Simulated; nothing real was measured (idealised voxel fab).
Documented hereafter: the process module known as voxel self aligned contacts.
Displayed cross-section: cut, width of 235 nm, square cells sized 5 nm.
If you're reading a cross-section in this doc, picture square cells in a grid; it comes to you as bands, top ones listed first down to the bottom, and a band can be one or more rows of cells.
The band entry comprises the height of the band's top followed by the height of its bottom, expressed in nm, and subsequently the band's materials from left to right, each stated together with its width in nm. Where a single material is marked with the word "full width", that material fills the band from edge to edge. The word "blank" represents empty space.
Heads up on the height convention: 0 is the point under which the incoming wafer is all one material, and the lowest band has no bottom, it just keeps going down, like "z 0 and below".
Per-row width for "30->40": begins at first number (top row of band), ends at second number (bottom row), increment between rows held constant.
The designation "nothing got changed", where it is given for a processing step, indicates that no cell of the cross-section was altered in the course of that step.
Reported under the label "Cavities, sealed" are the empty spaces having no open way to the top and comprising 8 cells or more; the notation for each is width x height at distance, in which the distance is measured from the left edge and all three values are in nm.
after a step's settings: what the simulator itself notes on the step
"overlay nm", when on a step's line for a step with a mask, measures how far to the right of its planned place the mask lay; a negative measure means to the left.
[Steps in the process plan]
- 1: RECEIVE: material Si
- 2: CONFORMAL_DEP: material SiO2, thk nm 5
- 3: DIRECTIONAL_DEP: material polySi, thk nm 20
- 4: DIRECTIONAL_DEP: material SiN, thk nm 25
- 5: MASKED_ETCH: tone cover, mask id GATE, width nm 25, pitch nm 65, etch materials SiN, depth nm 25, overlay nm 0
- 6: MASKED_ETCH: tone cover, mask id GATE, width nm 25, pitch nm 65, etch materials polySi, depth nm 20, overlay nm 0
- 7: CONFORMAL_DEP: material SiN, thk nm 10
- 8: DIRECTIONAL_ETCH: etch materials SiN, depth nm 10
- 9: FILL_DEP: material SiO2, thk nm 15
- 10: CMP: height nm 60
- 11: PATTERN: tone open, mask id CONTACT, material resist, width nm 50, pitch nm 65, thk nm 20, overlay nm 0
- 12: DIRECTIONAL_ETCH: etch materials SiO2, depth nm 60
- 13: STRIP: etch materials resist
- 14: CONFORMAL_DEP: material TiN, thk nm 5
- 15: FILL_DEP: material Ru, thk nm 10
- 16: CMP: height nm 60
- 17: CONFORMAL_DEP: material SiCN, thk nm 5
[First of two wafers, with the run carried out as planned]
[Cross-sectional view of the wafer in its as-received condition, corresponding to the state after step 1]
* z 0 and below = Si full width
* Cavities, sealed: none
[So this is the wafer cross-section right after step 2]
* z 5 to 0 = SiO2 full width
* Anything lower than 0 is untouched.
[So this is the wafer cross-section right after step 3]
* z 25 to 5 = polySi full width
* Anything lower than 5 is untouched.
[So this is the wafer cross-section right after step 4]
* z 50 to 25 = SiN full width
* Anything lower than 25 is untouched.
[So this is the wafer cross-section right after step 5]
* z 50 to 25 = blank 40, SiN 25, blank 40, SiN 25, blank 40, SiN 25, blank 40
* Anything lower than 25 is untouched.
[So this is the wafer cross-section right after step 6]
* z 50 to 25 = blank 40, SiN 25, blank 40, SiN 25, blank 40, SiN 25, blank 40
* z 25 to 5 = blank 40, polySi 25, blank 40, polySi 25, blank 40, polySi 25, blank 40
* Anything lower than 5 is untouched.
[So this is the wafer cross-section right after step 7]
* z 60 to 25 = blank 30, SiN 45, blank 20, SiN 45, blank 20, SiN 45, blank 30
* z 25 to 15 = blank 30, SiN 10, polySi 25, SiN 10, blank 20, SiN 10, polySi 25, SiN 10, blank 20, SiN 10, polySi 25, SiN 10, blank 30
* z 15 to 5 = SiN 40, polySi 25, SiN 40, polySi 25, SiN 40, polySi 25, SiN 40
* Anything lower than 5 is untouched.
[So this is the wafer cross-section right after step 8]
* z 50 to 25 = blank 30, SiN 45, blank 20, SiN 45, blank 20, SiN 45, blank 30
* z 25 to 5 = blank 30, SiN 10, polySi 25, SiN 10, blank 20, SiN 10, polySi 25, SiN 10, blank 20, SiN 10, polySi 25, SiN 10, blank 30
* Anything lower than 5 is untouched.
[So this is the wafer cross-section right after step 9]
* z 65 to 50 = SiO2 full width
* z 50 to 25 = SiO2 30, SiN 45, SiO2 20, SiN 45, SiO2 20, SiN 45, SiO2 30
* z 25 to 5 = SiO2 30, SiN 10, polySi 25, SiN 10, SiO2 20, SiN 10, polySi 25, SiN 10, SiO2 20, SiN 10, polySi 25, SiN 10, SiO2 30
* Anything lower than 5 is untouched.
[So this is the wafer cross-section right after step 10]
* z 60 to 50 = SiO2 full width
* Anything lower than 50 is untouched.
[So this is the wafer cross-section right after step 11]
* z 80 to 60 = resist 60, blank 50, resist 15, blank 50, resist 60
* Anything lower than 60 is untouched.
[So this is the wafer cross-section right after step 12]
* z 80 to 60 = resist 60, blank 50, resist 15, blank 50, resist 60
* z 60 to 50 = SiO2 60, blank 50, SiO2 15, blank 50, SiO2 60
* z 50 to 25 = SiO2 30, SiN 45, blank 20, SiN 45, blank 20, SiN 45, SiO2 30
* z 25 to 5 = SiO2 30, SiN 10, polySi 25, SiN 10, blank 20, SiN 10, polySi 25, SiN 10, blank 20, SiN 10, polySi 25, SiN 10, SiO2 30
* z 5 to 0 = SiO2 75, blank 20, SiO2 45, blank 20, SiO2 75
* Anything lower than 0 is untouched.
[So this is the wafer cross-section right after step 13]
* z 60 to 50 = SiO2 60, blank 50, SiO2 15, blank 50, SiO2 60
* Anything lower than 50 is untouched.
[So this is the wafer cross-section right after step 14]
* z 65 to 60 = TiN 65, blank 40, TiN 25, blank 40, TiN 65
* z 60 to 50 = SiO2 60, TiN 5->20, blank 40->10, TiN 5->20, SiO2 15, TiN 5->20, blank 40->10, TiN 5->20, SiO2 60
* z 50 to 25 = SiO2 30, SiN 45, TiN 5, blank 10, TiN 5, SiN 45, TiN 5, blank 10, TiN 5, SiN 45, SiO2 30
* z 25 to 5 = SiO2 30, SiN 10, polySi 25, SiN 10, TiN 5, blank 10, TiN 5, SiN 10, polySi 25, SiN 10, TiN 5, blank 10, TiN 5, SiN 10, polySi 25, SiN 10, SiO2 30
* z 5 to 0 = SiO2 75, TiN 20, SiO2 45, TiN 20, SiO2 75
* Anything lower than 0 is untouched.
[So this is the wafer cross-section right after step 15]
* z 75 to 65 = Ru full width
* z 65 to 60 = TiN 65, Ru 40, TiN 25, Ru 40, TiN 65
* z 60 to 50 = SiO2 60, TiN 5->20, Ru 40->10, TiN 5->20, SiO2 15, TiN 5->20, Ru 40->10, TiN 5->20, SiO2 60
* z 50 to 25 = SiO2 30, SiN 45, TiN 5, Ru 10, TiN 5, SiN 45, TiN 5, Ru 10, TiN 5, SiN 45, SiO2 30
* z 25 to 5 = SiO2 30, SiN 10, polySi 25, SiN 10, TiN 5, Ru 10, TiN 5, SiN 10, polySi 25, SiN 10, TiN 5, Ru 10, TiN 5, SiN 10, polySi 25, SiN 10, SiO2 30
* Anything lower than 5 is untouched.
[So this is the wafer cross-section right after step 16]
* z 60 to 50 = SiO2 60, TiN 5->20, Ru 40->10, TiN 5->20, SiO2 15, TiN 5->20, Ru 40->10, TiN 5->20, SiO2 60
* Anything lower than 50 is untouched.
[So this is the wafer cross-section right after step 17]
* z 65 to 60 = SiCN full width
* Anything lower than 60 is untouched.
[It is to be noted that the second wafer proceeded from the same initial state and according to the same plan as the first, although one mistake was committed in its execution; through step 3, inclusive, the two wafers share an identical history]
[Cross-section of the second wafer at the time by which step 4 should have been completed according to the plan]
* z 75 to 25 = SiN full width
* Anything lower than 25 is untouched.
[Cross-section of the second wafer at the time by which step 5 should have been completed according to the plan]
* z 75 to 50 = blank 40, SiN 25, blank 40, SiN 25, blank 40, SiN 25, blank 40
* Anything lower than 50 is untouched.
Cross-section of the second wafer at the time by which step 6 should have been completed according to the plan: nothing got changed
[Cross-section of the second wafer at the time by which step 7 should have been completed according to the plan]
* z 85 to 60 = blank 30, SiN 45, blank 20, SiN 45, blank 20, SiN 45, blank 30
* z 60 to 25 = SiN full width
* Anything lower than 25 is untouched.
[Cross-section of the second wafer at the time by which step 8 should have been completed according to the plan]
* z 75 to 50 = blank 30, SiN 45, blank 20, SiN 45, blank 20, SiN 45, blank 30
* Anything lower than 50 is untouched.
[Cross-section of the second wafer at the time by which step 9 should have been completed according to the plan]
* z 90 to 75 = SiO2 full width
* z 75 to 50 = SiO2 30, SiN 45, SiO2 20, SiN 45, SiO2 20, SiN 45, SiO2 30
* Anything lower than 50 is untouched.
[Cross-section of the second wafer at the time by which step 10 should have been completed according to the plan]
* z 60 to 50 = SiO2 30, SiN 45, SiO2 20, SiN 45, SiO2 20, SiN 45, SiO2 30
* Anything lower than 50 is untouched.
[Cross-section of the second wafer at the time by which step 11 should have been completed according to the plan]
* z 80 to 60 = resist 60, blank 50, resist 15, blank 50, resist 60
* Anything lower than 60 is untouched.
[Cross-section of the second wafer at the time by which step 12 should have been completed according to the plan]
* z 80 to 60 = resist 60, blank 50, resist 15, blank 50, resist 60
* z 60 to 50 = SiO2 30, SiN 45, blank 20, SiN 45, blank 20, SiN 45, SiO2 30
* Anything lower than 50 is untouched.
[Cross-section of the second wafer at the time by which step 13 should have been completed according to the plan]
* z 60 to 50 = SiO2 30, SiN 45, blank 20, SiN 45, blank 20, SiN 45, SiO2 30
* Anything lower than 50 is untouched.
[Cross-section of the second wafer at the time by which step 14 should have been completed according to the plan]
* z 65 to 60 = TiN 80, blank 10, TiN 55, blank 10, TiN 80
* z 60 to 55 = SiO2 30, SiN 45, TiN 5, blank 10, TiN 5, SiN 45, TiN 5, blank 10, TiN 5, SiN 45, SiO2 30
* z 55 to 50 = SiO2 30, SiN 45, TiN 20, SiN 45, TiN 20, SiN 45, SiO2 30
* Anything lower than 50 is untouched.
[Cross-section of the second wafer at the time by which step 15 should have been completed according to the plan]
* z 75 to 65 = Ru full width
* z 65 to 60 = TiN 80, Ru 10, TiN 55, Ru 10, TiN 80
* z 60 to 55 = SiO2 30, SiN 45, TiN 5, Ru 10, TiN 5, SiN 45, TiN 5, Ru 10, TiN 5, SiN 45, SiO2 30
* Anything lower than 55 is untouched.
[Cross-section of the second wafer at the time by which step 16 should have been completed according to the plan]
* z 60 to 55 = SiO2 30, SiN 45, TiN 5, Ru 10, TiN 5, SiN 45, TiN 5, Ru 10, TiN 5, SiN 45, SiO2 30
* Anything lower than 55 is untouched.
[Cross-section of the second wafer at the time by which step 17 should have been completed according to the plan]
* z 65 to 60 = SiCN full width
* Anything lower than 60 is untouched.
What was the processing mistake? heads up, step 4 of the plan got done twice
Once processing is complete, comparing cell counts shows that the second wafer has more or fewer of certain materials than the first: 52 fewer of Ru; 106 more of SiN; 130 fewer of SiO2; 52 fewer of TiN; 128 more of polySi
